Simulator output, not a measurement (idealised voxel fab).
process module | voxel gate over fins
cross-section cut | 170 nm wide | cells 5 nm
A cross-section is a grid of square cells, given in bands from the top down. A band is one or more rows of cells.
Each band's line starts with the height of the band's top and of its bottom, in nm. Then come its materials from left to right, each with its width in nm. One material with "throughout" fills the band from edge to edge. "air" is empty space.
Height 0 is the level under which the wafer as received is all one material. The lowest band goes on downwards, as in "0 down".
A width such as "30 to 40" changes by the same amount from each row of cells to the next, from the band's top row to its bottom row.
"no change" after a step means that no cell of the cross-section changed.
closed voids: empty space of 8 cells or more with no open way to the top, each as width x height at its distance from the left edge, in nm
after a step's settings: what the simulator itself notes on the step
overlay nm, on a step with a mask: how far to the right of its planned place the mask lay; to the left if negative
Each pair below shows a cross-section before one step and the cross-section after it, down to the lowest band that changed. The line under each pair gives the step between them, with its settings. The pairs can come from different runs of this module on the same starting wafer, so a pair continues from the pair above only where its "before" says so.
before
  0 down: Si throughout
  closed voids: none
after
  10 to 0: SiN throughout
  below 0: unchanged
  closed voids: none
the step between: op CONFORMAL_DEP | material SiN | thk nm 10
before: the cross-section after the pair above
after
  20 to 10: aC throughout
  below 10: unchanged
  closed voids: none
the step between: op DIRECTIONAL_DEP | material aC | thk nm 10
before: the cross-section after the pair above
after
  50 to 20: air 45 | resist 15 | air 45 | resist 15 | air 50
  below 20: unchanged
  closed voids: none
the step between: op PATTERN | tone cover | mask id FINS | material resist | width nm 15 | pitch nm 60 | thk nm 30 | overlay nm 0
before: the cross-section after the pair above
after
  40 to 20: air 45 | resist 15 | air 45 | resist 15 | air 50
  20 to 10: air 45 | aC 15 | air 45 | aC 15 | air 50
  below 10: unchanged
  closed voids: none
the step between: op DIRECTIONAL_ETCH | etch materials aC | depth nm 10
before: the cross-section after the pair above
after
  20 to 10: air 45 | aC 15 | air 45 | aC 15 | air 50
  below 10: unchanged
  closed voids: none
the step between: op STRIP | etch materials resist
before: the cross-section after the pair above
after
  20 to 10: air 45 | aC 15 | air 45 | aC 15 | air 50
  10 to 0: air 45 | SiN 15 | air 45 | SiN 15 | air 50
  below 0: unchanged
  closed voids: none
the step between: op DIRECTIONAL_ETCH | etch materials SiN | depth nm 10
before: the cross-section after the pair above
after
  20 to 10: air 45 | aC 15 | air 45 | aC 15 | air 50
  10 to 0: air 45 | SiN 15 | air 45 | SiN 15 | air 50
  0 to -35: air 45 | Si 15 | air 45 | Si 15 | air 50
  below -35: unchanged
  closed voids: none
the step between: op DIRECTIONAL_ETCH | etch materials Si | depth nm 35
before: the cross-section after the pair above
after
  10 to 0: air 45 | SiN 15 | air 45 | SiN 15 | air 50
  below 0: unchanged
  closed voids: none
the step between: op STRIP | etch materials aC
before: the cross-section after the pair above
after
  10 to 0: air 45 | SiN 15 | air 45 | SiN 15 | air 50
  0 to -35: air 45 | SiO2 5 | Si 5 | SiO2 5 | air 45 | SiO2 5 | Si 5 | SiO2 5 | air 50
  -35 to -40: SiO2 50 | Si 5 | SiO2 55 | Si 5 | SiO2 55
  below -40: unchanged
  closed voids: none
the step between: op OXIDIZE | depth nm 5
before: the cross-section after the pair above
after
  15 to 10: SiO2 throughout
  10 to 0: SiO2 45 | SiN 15 | SiO2 45 | SiN 15 | SiO2 50
  0 to -40: SiO2 50 | Si 5 | SiO2 55 | Si 5 | SiO2 55
  below -40: unchanged
  closed voids: none
the step between: op FILL_DEP | material SiO2 | thk nm 5
before: the cross-section after the pair above
after
  10 to 0: SiO2 45 | SiN 15 | SiO2 45 | SiN 15 | SiO2 50
  below 0: unchanged
  closed voids: none
the step between: op CMP | height nm 10
before: the cross-section after the pair above
after
  25 to 10: aC throughout
  below 10: unchanged
  closed voids: none
the step between: op DIRECTIONAL_DEP | material aC | thk nm 15
before: the cross-section after the pair above
after
  55 to 25: resist 75 | air 15 | resist 80
  below 25: unchanged
  closed voids: none
the step between: op PATTERN | tone open | mask id RAIL | material resist | width nm 15 | thk nm 30 | overlay nm 0
before: the cross-section after the pair above
after
  40 to 25: resist 75 | air 15 | resist 80
  25 to 10: aC 75 | air 15 | aC 80
  below 10: unchanged
  closed voids: none
the step between: op DIRECTIONAL_ETCH | etch materials aC | depth nm 15
before: the cross-section after the pair above
after
  25 to 10: aC 75 | air 15 | aC 80
  below 10: unchanged
  closed voids: none
the step between: op STRIP | etch materials resist
before: the cross-section after the pair above
after
  25 to 10: aC 75 | air 15 | aC 80
  10 to 0: SiO2 45 | SiN 15 | SiO2 15 | air 15 | SiO2 15 | SiN 15 | SiO2 50
  0 to -30: SiO2 50 | Si 5 | SiO2 20 | air 15 | SiO2 20 | Si 5 | SiO2 55
  below -30: unchanged
  closed voids: none
the step between: op DIRECTIONAL_ETCH | etch materials SiO2 | depth nm 40
before: the cross-section after the pair above
after
  10 to 0: SiO2 45 | SiN 15 | SiO2 15 | air 15 | SiO2 15 | SiN 15 | SiO2 50
  below 0: unchanged
  closed voids: none
the step between: op STRIP | etch materials aC
before: the cross-section after the pair above
after
  15 to 10: TiN 80 | air 5 | TiN 85
  10 to 0: SiO2 45 | SiN 15 | SiO2 15 | TiN 5 | air 5 | TiN 5 | SiO2 15 | SiN 15 | SiO2 50
  0 to -25: SiO2 50 | Si 5 | SiO2 20 | TiN 5 | air 5 | TiN 5 | SiO2 20 | Si 5 | SiO2 55
  -25 to -30: SiO2 50 | Si 5 | SiO2 20 | TiN 15 | SiO2 20 | Si 5 | SiO2 55
  below -30: unchanged
  closed voids: none
the step between: op CONFORMAL_DEP | material TiN | thk nm 5
before: the cross-section after the pair above
after
  25 to 15: Ru throughout
  15 to 10: TiN 80 | Ru 5 | TiN 85
  10 to 0: SiO2 45 | SiN 15 | SiO2 15 | TiN 5 | Ru 5 | TiN 5 | SiO2 15 | SiN 15 | SiO2 50
  0 to -25: SiO2 50 | Si 5 | SiO2 20 | TiN 5 | Ru 5 | TiN 5 | SiO2 20 | Si 5 | SiO2 55
  below -25: unchanged
  closed voids: none
the step between: op FILL_DEP | material Ru | thk nm 10
before: the cross-section after the pair above
after
  10 to 0: SiO2 45 | SiN 15 | SiO2 15 | TiN 5 | Ru 5 | TiN 5 | SiO2 15 | SiN 15 | SiO2 50
  below 0: unchanged
  closed voids: none
the step between: op CMP | height nm 10
before: the cross-section after the pair above
after
  10 to 0: SiO2 45 | SiN 15 | SiO2 15 | air 15 | SiO2 15 | SiN 15 | SiO2 50
  0 to -20: SiO2 50 | Si 5 | SiO2 20 | air 15 | SiO2 20 | Si 5 | SiO2 55
  below -20: unchanged
  closed voids: none
the step between: op SELECTIVE_ETCH | etch materials W Ru TiN | depth nm 30
before: the cross-section after the pair above
after
  15 to 10: SiO2 throughout
  10 to 0: SiO2 45 | SiN 15 | SiO2 45 | SiN 15 | SiO2 50
  0 to -20: SiO2 50 | Si 5 | SiO2 55 | Si 5 | SiO2 55
  below -20: unchanged
  closed voids: none
the step between: op FILL_DEP | material SiO2 | thk nm 5
before: the cross-section after the pair above
after
  10 to 0: SiO2 45 | SiN 15 | SiO2 45 | SiN 15 | SiO2 50
  below 0: unchanged
  closed voids: none
the step between: op CMP | height nm 10
before: the cross-section after the pair above
after
  10 to 0: air 45 | SiN 15 | air 45 | SiN 15 | air 50
  0 to -15: air 50 | Si 5 | air 55 | Si 5 | air 55
  below -15: unchanged
  closed voids: none
the step between: op SELECTIVE_ETCH | etch materials SiO2 | depth nm 25
before: the cross-section after the pair above
after
  0 to -15: air 50 | Si 5 | air 55 | Si 5 | air 55
  below -15: unchanged
  closed voids: none
the step between: op STRIP | etch materials SiN
before: the cross-section after the pair above
after
  5 to 0: air 45 | HfO2 15 | air 45 | HfO2 15 | air 50
  0 to -10: air 45 | HfO2 5 | Si 5 | HfO2 5 | air 45 | HfO2 5 | Si 5 | HfO2 5 | air 50
  -10 to -15: HfO2 50 | Si 5 | HfO2 55 | Si 5 | HfO2 55
  below -15: unchanged
  closed voids: none
the step between: op CONFORMAL_DEP | material HfO2 | thk nm 5
before: the cross-section after the pair above
after
  10 to 5: air 40 | TiN 25 | air 35 | TiN 25 | air 45
  5 to 0: air 40 | TiN 5 | HfO2 15 | TiN 5 | air 35 | TiN 5 | HfO2 15 | TiN 5 | air 45
  0 to -5: air 40 | TiN 5 | HfO2 5 | Si 5 | HfO2 5 | TiN 5 | air 35 | TiN 5 | HfO2 5 | Si 5 | HfO2 5 | TiN 5 | air 45
  -5 to -10: TiN 45 | HfO2 5 | Si 5 | HfO2 5 | TiN 45 | HfO2 5 | Si 5 | HfO2 5 | TiN 50
  below -10: unchanged
  closed voids: none
the step between: op CONFORMAL_DEP | material TiN | thk nm 5
before: the cross-section after the pair above
after
  15 to 10: air 35 | TiAl 35 | air 25 | TiAl 35 | air 40
  10 to 5: air 35 | TiAl 5 | TiN 25 | TiAl 5 | air 25 | TiAl 5 | TiN 25 | TiAl 5 | air 40
  5 to 0: air 35 | TiAl 5 | TiN 5 | HfO2 15 | TiN 5 | TiAl 5 | air 25 | TiAl 5 | TiN 5 | HfO2 15 | TiN 5 | TiAl 5 | air 40
  0 to -5: TiAl 40 | TiN 5 | HfO2 5 | Si 5 | HfO2 5 | TiN 5 | TiAl 35 | TiN 5 | HfO2 5 | Si 5 | HfO2 5 | TiN 5 | TiAl 45
  below -5: unchanged
  closed voids: none
the step between: op CONFORMAL_DEP | material TiAl | thk nm 5
before: the cross-section after the pair above
after
  20 to 15: air 30 | TiN 45 | air 15 | TiN 45 | air 35
  15 to 10: air 30 | TiN 5 | TiAl 35 | TiN 5 | air 15 | TiN 5 | TiAl 35 | TiN 5 | air 35
  10 to 5: air 30 | TiN 5 | TiAl 5 | TiN 25 | TiAl 5 | TiN 5 | air 15 | TiN 5 | TiAl 5 | TiN 25 | TiAl 5 | TiN 5 | air 35
  5 to 0: TiN 35 | TiAl 5 | TiN 5 | HfO2 15 | TiN 5 | TiAl 5 | TiN 25 | TiAl 5 | TiN 5 | HfO2 15 | TiN 5 | TiAl 5 | TiN 40
  below 0: unchanged
  closed voids: none
the step between: op CONFORMAL_DEP | material TiN | thk nm 5
before: the cross-section after the pair above
after
  35 to 20: W throughout
  20 to 15: W 30 | TiN 45 | W 15 | TiN 45 | W 35
  15 to 10: W 30 | TiN 5 | TiAl 35 | TiN 5 | W 15 | TiN 5 | TiAl 35 | TiN 5 | W 35
  10 to 5: W 30 | TiN 5 | TiAl 5 | TiN 25 | TiAl 5 | TiN 5 | W 15 | TiN 5 | TiAl 5 | TiN 25 | TiAl 5 | TiN 5 | W 35
  below 5: unchanged
  closed voids: none
the step between: op FILL_DEP | material W | thk nm 15
before: the cross-section after the pair above
after
  30 to 20: W throughout
  below 20: unchanged
  closed voids: none
the step between: op CMP | height nm 30
before: the cross-section after the pair above
after
  35 to 30: SiCN throughout
  below 30: unchanged
  closed voids: none
the step between: op CONFORMAL_DEP | material SiCN | thk nm 5
before
  0 to -15: air 50 | Si 5 | air 55 | Si 5 | air 55
  -15 to -20: SiO2 50 | Si 5 | SiO2 55 | Si 5 | SiO2 55
  -20 to -25: SiO2 50 | Si 5 | SiO2 20 | TiN 5 | Ru 5 | TiN 5 | SiO2 20 | Si 5 | SiO2 55
  -25 to -30: SiO2 50 | Si 5 | SiO2 20 | TiN 15 | SiO2 20 | Si 5 | SiO2 55
  -30 to -40: SiO2 50 | Si 5 | SiO2 55 | Si 5 | SiO2 55
  -40 down: Si throughout
  closed voids: none
after
  5 to 0: air 45 | TiN 15 | air 45 | TiN 15 | air 50
  0 to -10: air 45 | TiN 5 | Si 5 | TiN 5 | air 45 | TiN 5 | Si 5 | TiN 5 | air 50
  -10 to -15: TiN 50 | Si 5 | TiN 55 | Si 5 | TiN 55
  below -15: unchanged
  closed voids: none
the step between: op CONFORMAL_DEP | material TiN | thk nm 5
before: the cross-section after the pair above
after
  10 to 5: air 40 | TiAl 25 | air 35 | TiAl 25 | air 45
  5 to 0: air 40 | TiAl 5 | TiN 15 | TiAl 5 | air 35 | TiAl 5 | TiN 15 | TiAl 5 | air 45
  0 to -5: air 40 | TiAl 5 | TiN 5 | Si 5 | TiN 5 | TiAl 5 | air 35 | TiAl 5 | TiN 5 | Si 5 | TiN 5 | TiAl 5 | air 45
  -5 to -10: TiAl 45 | TiN 5 | Si 5 | TiN 5 | TiAl 45 | TiN 5 | Si 5 | TiN 5 | TiAl 50
  below -10: unchanged
  closed voids: none
the step between: op CONFORMAL_DEP | material TiAl | thk nm 5
before: the cross-section after the pair above
after
  15 to 10: air 35 | TiN 35 | air 25 | TiN 35 | air 40
  10 to 5: air 35 | TiN 5 | TiAl 25 | TiN 5 | air 25 | TiN 5 | TiAl 25 | TiN 5 | air 40
  5 to 0: air 35 | TiN 5 | TiAl 5 | TiN 15 | TiAl 5 | TiN 5 | air 25 | TiN 5 | TiAl 5 | TiN 15 | TiAl 5 | TiN 5 | air 40
  0 to -5: TiN 40 | TiAl 5 | TiN 5 | Si 5 | TiN 5 | TiAl 5 | TiN 35 | TiAl 5 | TiN 5 | Si 5 | TiN 5 | TiAl 5 | TiN 45
  below -5: unchanged
  closed voids: none
the step between: op CONFORMAL_DEP | material TiN | thk nm 5
before: the cross-section after the pair above
after
  30 to 15: W throughout
  15 to 10: W 35 | TiN 35 | W 25 | TiN 35 | W 40
  10 to 5: W 35 | TiN 5 | TiAl 25 | TiN 5 | W 25 | TiN 5 | TiAl 25 | TiN 5 | W 40
  5 to 0: W 35 | TiN 5 | TiAl 5 | TiN 15 | TiAl 5 | TiN 5 | W 25 | TiN 5 | TiAl 5 | TiN 15 | TiAl 5 | TiN 5 | W 40
  below 0: unchanged
  closed voids: none
the step between: op FILL_DEP | material W | thk nm 15
before: the cross-section after the pair above
after
  35 to 30: SiCN throughout
  below 30: unchanged
  closed voids: none
the step between: op CONFORMAL_DEP | material SiCN | thk nm 5
before
  40 to 20: air 45 | resist 15 | air 45 | resist 15 | air 50
  20 to 10: air 45 | aC 15 | air 45 | aC 15 | air 50
  10 to 0: SiN throughout
  0 down: Si throughout
  closed voids: none
after
  30 to 20: air 45 | resist 15 | air 45 | resist 15 | air 50
  below 20: unchanged
  closed voids: none
the step between: op DIRECTIONAL_ETCH | etch materials aC | depth nm 10
before: the cross-section after the pair above
after
  20 to 10: air 45 | aC 15 | air 45 | aC 15 | air 50
  below 10: unchanged
  closed voids: none
the step between: op STRIP | etch materials resist
before
  10 to 5: air 40 | TiN 25 | air 35 | TiN 25 | air 45
  5 to 0: air 40 | TiN 5 | HfO2 15 | TiN 5 | air 35 | TiN 5 | HfO2 15 | TiN 5 | air 45
  0 to -5: air 40 | TiN 5 | HfO2 5 | Si 5 | HfO2 5 | TiN 5 | air 35 | TiN 5 | HfO2 5 | Si 5 | HfO2 5 | TiN 5 | air 45
  -5 to -10: TiN 45 | HfO2 5 | Si 5 | HfO2 5 | TiN 45 | HfO2 5 | Si 5 | HfO2 5 | TiN 50
  -10 to -15: HfO2 50 | Si 5 | HfO2 55 | Si 5 | HfO2 55
  -15 to -20: SiO2 50 | Si 5 | SiO2 55 | Si 5 | SiO2 55
  -20 to -25: SiO2 50 | Si 5 | SiO2 20 | TiN 5 | Ru 5 | TiN 5 | SiO2 20 | Si 5 | SiO2 55
  -25 to -30: SiO2 50 | Si 5 | SiO2 20 | TiN 15 | SiO2 20 | Si 5 | SiO2 55
  -30 to -40: SiO2 50 | Si 5 | SiO2 55 | Si 5 | SiO2 55
  -40 down: Si throughout
  closed voids: none
after
  15 to 5: air 35 | TiN 35 | air 25 | TiN 35 | air 40
  5 to 0: air 35 | TiN 10 | HfO2 15 | TiN 10 | air 25 | TiN 10 | HfO2 15 | TiN 10 | air 40
  0 to -10: TiN 45 | HfO2 5 | Si 5 | HfO2 5 | TiN 45 | HfO2 5 | Si 5 | HfO2 5 | TiN 50
  below -10: unchanged
  closed voids: none
the step between: op CONFORMAL_DEP | material TiN | thk nm 5
before: the cross-section after the pair above
after
  20 to 15: air 30 | TiAl 45 | air 15 | TiAl 45 | air 35
  15 to 5: air 30 | TiAl 5 | TiN 35 | TiAl 5 | air 15 | TiAl 5 | TiN 35 | TiAl 5 | air 35
  5 to 0: TiAl 35 | TiN 10 | HfO2 15 | TiN 10 | TiAl 25 | TiN 10 | HfO2 15 | TiN 10 | TiAl 40
  below 0: unchanged
  closed voids: none
the step between: op CONFORMAL_DEP | material TiAl | thk nm 5
before: the cross-section after the pair above
after
  35 to 20: W throughout
  20 to 15: W 30 | TiAl 45 | W 15 | TiAl 45 | W 35
  15 to 5: W 30 | TiAl 5 | TiN 35 | TiAl 5 | W 15 | TiAl 5 | TiN 35 | TiAl 5 | W 35
  below 5: unchanged
  closed voids: none
the step between: op FILL_DEP | material W | thk nm 15
before: the cross-section after the pair above
after
  30 to 20: W throughout
  below 20: unchanged
  closed voids: none
the step between: op CMP | height nm 30
before: the cross-section after the pair above
after
  35 to 30: SiCN throughout
  below 30: unchanged
  closed voids: none
the step between: op CONFORMAL_DEP | material SiCN | thk nm 5
before
  5 to 0: air 45 | HfO2 15 | air 45 | HfO2 15 | air 50
  0 to -10: air 45 | HfO2 5 | Si 5 | HfO2 5 | air 45 | HfO2 5 | Si 5 | HfO2 5 | air 50
  -10 to -15: HfO2 50 | Si 5 | HfO2 55 | Si 5 | HfO2 55
  -15 to -20: SiO2 50 | Si 5 | SiO2 55 | Si 5 | SiO2 55
  -20 to -25: SiO2 50 | Si 5 | SiO2 20 | TiN 5 | Ru 5 | TiN 5 | SiO2 20 | Si 5 | SiO2 55
  -25 to -30: SiO2 50 | Si 5 | SiO2 20 | TiN 15 | SiO2 20 | Si 5 | SiO2 55
  -30 to -40: SiO2 50 | Si 5 | SiO2 55 | Si 5 | SiO2 55
  -40 down: Si throughout
  closed voids: none
after
  20 to 5: air 30 | TiN 45 | air 15 | TiN 45 | air 35
  5 to 0: TiN 45 | HfO2 15 | TiN 45 | HfO2 15 | TiN 50
  0 to -10: TiN 45 | HfO2 5 | Si 5 | HfO2 5 | TiN 45 | HfO2 5 | Si 5 | HfO2 5 | TiN 50
  below -10: unchanged
  closed voids: none
the step between: op CONFORMAL_DEP | material TiN | thk nm 15
before: the cross-section after the pair above
after
  25 to 20: air 25 | TiAl 55 | air 5 | TiAl 55 | air 30
  20 to 10: air 25 | TiAl 5 | TiN 45 | TiAl 5 | air 5 | TiAl 5 | TiN 45 | TiAl 5 | air 30
  10 to 5: TiAl 30 | TiN 45 | TiAl 15 | TiN 45 | TiAl 35
  below 5: unchanged
  closed voids: none
the step between: op CONFORMAL_DEP | material TiAl | thk nm 5
before: the cross-section after the pair above
after
  30 to 25: air 20 | TiN 125 | air 25
  25 to 20: air 20 | TiN 5 | TiAl 55 | TiN 5 | TiAl 55 | TiN 5 | air 25
  20 to 15: air 20 | TiN 5 | TiAl 5 | TiN 45 | TiAl 5 | TiN 5 | TiAl 5 | TiN 45 | TiAl 5 | TiN 5 | air 25
  15 to 10: TiN 25 | TiAl 5 | TiN 45 | TiAl 5 | TiN 5 | TiAl 5 | TiN 45 | TiAl 5 | TiN 30
  below 10: unchanged
  closed voids: none
the step between: op CONFORMAL_DEP | material TiN | thk nm 5
before: the cross-section after the pair above
after
  45 to 30: W throughout
  30 to 25: W 20 | TiN 125 | W 25
  25 to 20: W 20 | TiN 5 | TiAl 55 | TiN 5 | TiAl 55 | TiN 5 | W 25
  20 to 15: W 20 | TiN 5 | TiAl 5 | TiN 45 | TiAl 5 | TiN 5 | TiAl 5 | TiN 45 | TiAl 5 | TiN 5 | W 25
  below 15: unchanged
  closed voids: none
the step between: op FILL_DEP | material W | thk nm 15
before: the cross-section after the pair above
after
  30 to 25: W 20 | TiN 125 | W 25
  below 25: unchanged
  closed voids: none
the step between: op CMP | height nm 30
before: the cross-section after the pair above
after
  35 to 30: SiCN throughout
  below 30: unchanged
  closed voids: none
the step between: op CONFORMAL_DEP | material SiCN | thk nm 5
before
  25 to 10: aC throughout
  10 to 0: SiO2 45 | SiN 15 | SiO2 45 | SiN 15 | SiO2 50
  0 to -40: SiO2 50 | Si 5 | SiO2 55 | Si 5 | SiO2 55
  -40 down: Si throughout
  closed voids: none
after
  55 to 25: resist 70 | air 25 | resist 75
  below 25: unchanged
  closed voids: none
the step between: op PATTERN | tone open | mask id RAIL | material resist | width nm 25 | thk nm 30 | overlay nm 0
before: the cross-section after the pair above
after
  40 to 25: resist 70 | air 25 | resist 75
  25 to 10: aC 70 | air 25 | aC 75
  below 10: unchanged
  closed voids: none
the step between: op DIRECTIONAL_ETCH | etch materials aC | depth nm 15
before: the cross-section after the pair above
after
  25 to 10: aC 70 | air 25 | aC 75
  below 10: unchanged
  closed voids: none
the step between: op STRIP | etch materials resist
before: the cross-section after the pair above
after
  25 to 10: aC 70 | air 25 | aC 75
  10 to 0: SiO2 45 | SiN 15 | SiO2 10 | air 25 | SiO2 10 | SiN 15 | SiO2 50
  0 to -30: SiO2 50 | Si 5 | SiO2 15 | air 25 | SiO2 15 | Si 5 | SiO2 55
  below -30: unchanged
  closed voids: none
the step between: op DIRECTIONAL_ETCH | etch materials SiO2 | depth nm 40
before: the cross-section after the pair above
after
  10 to 0: SiO2 45 | SiN 15 | SiO2 10 | air 25 | SiO2 10 | SiN 15 | SiO2 50
  below 0: unchanged
  closed voids: none
the step between: op STRIP | etch materials aC
before: the cross-section after the pair above
after
  15 to 10: TiN 75 | air 15 | TiN 80
  10 to 0: SiO2 45 | SiN 15 | SiO2 10 | TiN 5 | air 15 | TiN 5 | SiO2 10 | SiN 15 | SiO2 50
  0 to -25: SiO2 50 | Si 5 | SiO2 15 | TiN 5 | air 15 | TiN 5 | SiO2 15 | Si 5 | SiO2 55
  -25 to -30: SiO2 50 | Si 5 | SiO2 15 | TiN 25 | SiO2 15 | Si 5 | SiO2 55
  below -30: unchanged
  closed voids: none
the step between: op CONFORMAL_DEP | material TiN | thk nm 5
before: the cross-section after the pair above
after
  25 to 15: Ru throughout
  15 to 10: TiN 75 | Ru 15 | TiN 80
  10 to 0: SiO2 45 | SiN 15 | SiO2 10 | TiN 5 | Ru 15 | TiN 5 | SiO2 10 | SiN 15 | SiO2 50
  0 to -25: SiO2 50 | Si 5 | SiO2 15 | TiN 5 | Ru 15 | TiN 5 | SiO2 15 | Si 5 | SiO2 55
  below -25: unchanged
  closed voids: none
the step between: op FILL_DEP | material Ru | thk nm 10
before: the cross-section after the pair above
after
  10 to 0: SiO2 45 | SiN 15 | SiO2 10 | TiN 5 | Ru 15 | TiN 5 | SiO2 10 | SiN 15 | SiO2 50
  below 0: unchanged
  closed voids: none
the step between: op CMP | height nm 10
before: the cross-section after the pair above
after
  10 to 0: SiO2 45 | SiN 15 | SiO2 10 | air 25 | SiO2 10 | SiN 15 | SiO2 50
  0 to -20: SiO2 50 | Si 5 | SiO2 15 | air 25 | SiO2 15 | Si 5 | SiO2 55
  below -20: unchanged
  closed voids: none
the step between: op SELECTIVE_ETCH | etch materials W Ru TiN | depth nm 30
before: the cross-section after the pair above
after
  15 to 10: SiO2 throughout
  10 to 0: SiO2 45 | SiN 15 | SiO2 45 | SiN 15 | SiO2 50
  0 to -20: SiO2 50 | Si 5 | SiO2 55 | Si 5 | SiO2 55
  below -20: unchanged
  closed voids: none
the step between: op FILL_DEP | material SiO2 | thk nm 5
before: the cross-section after the pair above
after
  10 to 0: SiO2 45 | SiN 15 | SiO2 45 | SiN 15 | SiO2 50
  below 0: unchanged
  closed voids: none
the step between: op CMP | height nm 10
before: the cross-section after the pair above
after
  10 to 0: air 45 | SiN 15 | air 45 | SiN 15 | air 50
  0 to -15: air 50 | Si 5 | air 55 | Si 5 | air 55
  below -15: unchanged
  closed voids: none
the step between: op SELECTIVE_ETCH | etch materials SiO2 | depth nm 25
before: the cross-section after the pair above
after
  0 to -15: air 50 | Si 5 | air 55 | Si 5 | air 55
  below -15: unchanged
  closed voids: none
the step between: op STRIP | etch materials SiN
before: the cross-section after the pair above
after
  5 to 0: air 45 | HfO2 15 | air 45 | HfO2 15 | air 50
  0 to -10: air 45 | HfO2 5 | Si 5 | HfO2 5 | air 45 | HfO2 5 | Si 5 | HfO2 5 | air 50
  -10 to -15: HfO2 50 | Si 5 | HfO2 55 | Si 5 | HfO2 55
  below -15: unchanged
  closed voids: none
the step between: op CONFORMAL_DEP | material HfO2 | thk nm 5
before: the cross-section after the pair above
after
  10 to 5: air 40 | TiN 25 | air 35 | TiN 25 | air 45
  5 to 0: air 40 | TiN 5 | HfO2 15 | TiN 5 | air 35 | TiN 5 | HfO2 15 | TiN 5 | air 45
  0 to -5: air 40 | TiN 5 | HfO2 5 | Si 5 | HfO2 5 | TiN 5 | air 35 | TiN 5 | HfO2 5 | Si 5 | HfO2 5 | TiN 5 | air 45
  -5 to -10: TiN 45 | HfO2 5 | Si 5 | HfO2 5 | TiN 45 | HfO2 5 | Si 5 | HfO2 5 | TiN 50
  below -10: unchanged
  closed voids: none
the step between: op CONFORMAL_DEP | material TiN | thk nm 5
before: the cross-section after the pair above
after
  15 to 10: air 35 | TiAl 35 | air 25 | TiAl 35 | air 40
  10 to 5: air 35 | TiAl 5 | TiN 25 | TiAl 5 | air 25 | TiAl 5 | TiN 25 | TiAl 5 | air 40
  5 to 0: air 35 | TiAl 5 | TiN 5 | HfO2 15 | TiN 5 | TiAl 5 | air 25 | TiAl 5 | TiN 5 | HfO2 15 | TiN 5 | TiAl 5 | air 40
  0 to -5: TiAl 40 | TiN 5 | HfO2 5 | Si 5 | HfO2 5 | TiN 5 | TiAl 35 | TiN 5 | HfO2 5 | Si 5 | HfO2 5 | TiN 5 | TiAl 45
  below -5: unchanged
  closed voids: none
the step between: op CONFORMAL_DEP | material TiAl | thk nm 5
before: the cross-section after the pair above
after
  20 to 15: air 30 | TiN 45 | air 15 | TiN 45 | air 35
  15 to 10: air 30 | TiN 5 | TiAl 35 | TiN 5 | air 15 | TiN 5 | TiAl 35 | TiN 5 | air 35
  10 to 5: air 30 | TiN 5 | TiAl 5 | TiN 25 | TiAl 5 | TiN 5 | air 15 | TiN 5 | TiAl 5 | TiN 25 | TiAl 5 | TiN 5 | air 35
  5 to 0: TiN 35 | TiAl 5 | TiN 5 | HfO2 15 | TiN 5 | TiAl 5 | TiN 25 | TiAl 5 | TiN 5 | HfO2 15 | TiN 5 | TiAl 5 | TiN 40
  below 0: unchanged
  closed voids: none
the step between: op CONFORMAL_DEP | material TiN | thk nm 5
before: the cross-section after the pair above
after
  35 to 20: W throughout
  20 to 15: W 30 | TiN 45 | W 15 | TiN 45 | W 35
  15 to 10: W 30 | TiN 5 | TiAl 35 | TiN 5 | W 15 | TiN 5 | TiAl 35 | TiN 5 | W 35
  10 to 5: W 30 | TiN 5 | TiAl 5 | TiN 25 | TiAl 5 | TiN 5 | W 15 | TiN 5 | TiAl 5 | TiN 25 | TiAl 5 | TiN 5 | W 35
  below 5: unchanged
  closed voids: none
the step between: op FILL_DEP | material W | thk nm 15
before: the cross-section after the pair above
after
  30 to 20: W throughout
  below 20: unchanged
  closed voids: none
the step between: op CMP | height nm 30
before: the cross-section after the pair above
after
  35 to 30: SiCN throughout
  below 30: unchanged
  closed voids: none
the step between: op CONFORMAL_DEP | material SiCN | thk nm 5
before
  25 to 10: aC throughout
  10 to 0: SiO2 45 | SiN 15 | SiO2 45 | SiN 15 | SiO2 50
  0 to -40: SiO2 50 | Si 5 | SiO2 55 | Si 5 | SiO2 55
  -40 down: Si throughout
  closed voids: none
after
  55 to 25: resist 80 | air 15 | resist 75
  below 25: unchanged
  closed voids: none
the step between: op PATTERN | tone open | mask id RAIL | material resist | width nm 15 | thk nm 30 | overlay nm 5
before: the cross-section after the pair above
after
  40 to 25: resist 80 | air 15 | resist 75
  25 to 10: aC 80 | air 15 | aC 75
  below 10: unchanged
  closed voids: none
the step between: op DIRECTIONAL_ETCH | etch materials aC | depth nm 15
before: the cross-section after the pair above
after
  25 to 10: aC 80 | air 15 | aC 75
  below 10: unchanged
  closed voids: none
the step between: op STRIP | etch materials resist
before: the cross-section after the pair above
after
  25 to 10: aC 80 | air 15 | aC 75
  10 to 0: SiO2 45 | SiN 15 | SiO2 20 | air 15 | SiO2 10 | SiN 15 | SiO2 50
  0 to -30: SiO2 50 | Si 5 | SiO2 25 | air 15 | SiO2 15 | Si 5 | SiO2 55
  below -30: unchanged
  closed voids: none
the step between: op DIRECTIONAL_ETCH | etch materials SiO2 | depth nm 40
before: the cross-section after the pair above
after
  10 to 0: SiO2 45 | SiN 15 | SiO2 20 | air 15 | SiO2 10 | SiN 15 | SiO2 50
  below 0: unchanged
  closed voids: none
the step between: op STRIP | etch materials aC
before: the cross-section after the pair above
after
  15 to 10: TiN 85 | air 5 | TiN 80
  10 to 0: SiO2 45 | SiN 15 | SiO2 20 | TiN 5 | air 5 | TiN 5 | SiO2 10 | SiN 15 | SiO2 50
  0 to -25: SiO2 50 | Si 5 | SiO2 25 | TiN 5 | air 5 | TiN 5 | SiO2 15 | Si 5 | SiO2 55
  -25 to -30: SiO2 50 | Si 5 | SiO2 25 | TiN 15 | SiO2 15 | Si 5 | SiO2 55
  below -30: unchanged
  closed voids: none
the step between: op CONFORMAL_DEP | material TiN | thk nm 5
before: the cross-section after the pair above
after
  25 to 15: Ru throughout
  15 to 10: TiN 85 | Ru 5 | TiN 80
  10 to 0: SiO2 45 | SiN 15 | SiO2 20 | TiN 5 | Ru 5 | TiN 5 | SiO2 10 | SiN 15 | SiO2 50
  0 to -25: SiO2 50 | Si 5 | SiO2 25 | TiN 5 | Ru 5 | TiN 5 | SiO2 15 | Si 5 | SiO2 55
  below -25: unchanged
  closed voids: none
the step between: op FILL_DEP | material Ru | thk nm 10
before: the cross-section after the pair above
after
  10 to 0: SiO2 45 | SiN 15 | SiO2 20 | TiN 5 | Ru 5 | TiN 5 | SiO2 10 | SiN 15 | SiO2 50
  below 0: unchanged
  closed voids: none
the step between: op CMP | height nm 10
before: the cross-section after the pair above
after
  10 to 0: SiO2 45 | SiN 15 | SiO2 20 | air 15 | SiO2 10 | SiN 15 | SiO2 50
  0 to -20: SiO2 50 | Si 5 | SiO2 25 | air 15 | SiO2 15 | Si 5 | SiO2 55
  below -20: unchanged
  closed voids: none
the step between: op SELECTIVE_ETCH | etch materials W Ru TiN | depth nm 30
